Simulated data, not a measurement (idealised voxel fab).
You're looking at the process module voxel fin reveal.
Section cut is 275 nm wide and gridded with 5 nm square cells.
A cross-section is a grid of square cells, given in bands from the top down. A band is one or more rows of cells. Heads up on the band format: heights come first, top then bottom, in nm. After that it's the materials left to right, each with its width in nm. A single material flagged "edge to edge" fills the whole band edge to edge, and "blank" means there's empty space there. Beneath 0, the wafer as received is one material, and that level is where height counting begins. The lowest band goes on downward without a bottom; it is written like "0 and below". The notation "30->40" denotes a width that varies across the rows of cells in the band, beginning at the first number in the top row, finishing at the second number in the bottom row, and changing by an identical amount from each row to the next. "nothing got changed" for a step: no cell of the cross-section changed in that step. Each empty space that has no open way to the top and spans at least 8 cells appears under "Sealed-off cavities" as width x height at distance, the distance counted from the left edge, all in nm. Step line, after settings: the simulator's comment on this step. overlay nm: how far to the right of its planned place the mask lay on this masked step (negative: to the left).
PLANNED STEP LIST FOR THE PROCESS
step 1: RECEIVE with material Si
step 2: CONFORMAL_DEP with material SiN, thk nm 5
step 3: MASKED_ETCH with tone cover, mask id FINS, width nm 15, pitch nm 40, etch materials SiN, depth nm 5, overlay nm 0
step 4: MASKED_ETCH with tone cover, mask id FINS, width nm 15, pitch nm 40, etch materials Si, depth nm 35, overlay nm 0
step 5: FILL_DEP with material SiO2, thk nm 10
step 6: CMP with height nm 5
step 7: SELECTIVE_ETCH with etch materials SiO2, depth nm 25
step 8: STRIP with etch materials SiN
step 9: CONFORMAL_DEP with material HfO2, thk nm 5
CROSS-SECTION: WAFER ON ARRIVAL = AFTER STEP 1
0 and below  Si edge to edge
Sealed-off cavities: none
STARTING STRUCTURE AND PROCESS PLAN ARE AS SHOWN ABOVE, BUT ONE MISTAKE WAS MADE IN RUNNING THE MODULE; THE WAFER CROSS-SECTION AT THE END OF THE MODULE FOLLOWS
10 down to 0  HfO2 edge to edge
0 and below  Si edge to edge
Sealed-off cavities: none
Finding, execution versus plan: step 2: run off-plan, actual operation and settings CONFORMAL_DEP with material HfO2, thk nm 5
